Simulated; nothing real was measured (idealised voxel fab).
process module | voxel trench capacitor
cross-section cut | 270 nm wide | cells 5 nm
A cross-section is a grid of square cells, given in bands from the top down. A band is one or more rows of cells.
Each band's line starts with the height of the band's top and of its bottom, in nm. Then come its materials from left to right, each with its width in nm. One material with "throughout" fills the band from edge to edge. "air" is empty space.
Height 0 is the level under which the wafer as received is all one material. The lowest band goes on downwards, as in "0 down".
A width such as "30 to 40" changes by the same amount from each row of cells to the next, from the band's top row to its bottom row.
"no change" after a step means that no cell of the cross-section changed.
closed voids: empty space of 8 cells or more with no open way to the top, each as width x height at its distance from the left edge, in nm
after a step's settings: what the simulator itself notes on the step
overlay nm, on a step with a mask: how far to the right of its planned place the mask lay; to the left if negative
plan
1 op RECEIVE | material Si
2 op CONFORMAL_DEP | material SiN | thk nm 5
3 op DIRECTIONAL_DEP | material aC | thk nm 15
4 op PATTERN | tone open | mask id TRENCH | material resist | width nm 15 | pitch nm 45 | thk nm 35 | overlay nm 0
5 op DIRECTIONAL_ETCH | etch materials aC | depth nm 15
6 op STRIP | etch materials resist
7 op DIRECTIONAL_ETCH | etch materials SiN | depth nm 5
8 op DIRECTIONAL_ETCH | etch materials Si | depth nm 25
9 op STRIP | etch materials aC
10 op CONFORMAL_DEP | material Al2O3 | thk nm 5
11 op FILL_DEP | material polySi | thk nm 5
12 op CMP | height nm 5
varied across the wafers: width nm of step 4. The plan shows the first wafer's value. All wafers start alike
first wafer as received, after step 1
  0 down: Si throughout
  closed voids: none
each wafer at the end: cells of each material gained (+) or lost (-) since it was received, then its closed voids
width nm 15 | +26 Al2O3 | -30 Si | +48 SiN | +10 polySi | closed voids: none
width nm 20 | +28 Al2O3 | -40 Si | +46 SiN | +20 polySi | closed voids: none
width nm 25 | +30 Al2O3 | -50 Si | +44 SiN | +30 polySi | closed voids: none
width nm 30 | +32 Al2O3 | -60 Si | +42 SiN | +40 polySi | closed voids: none
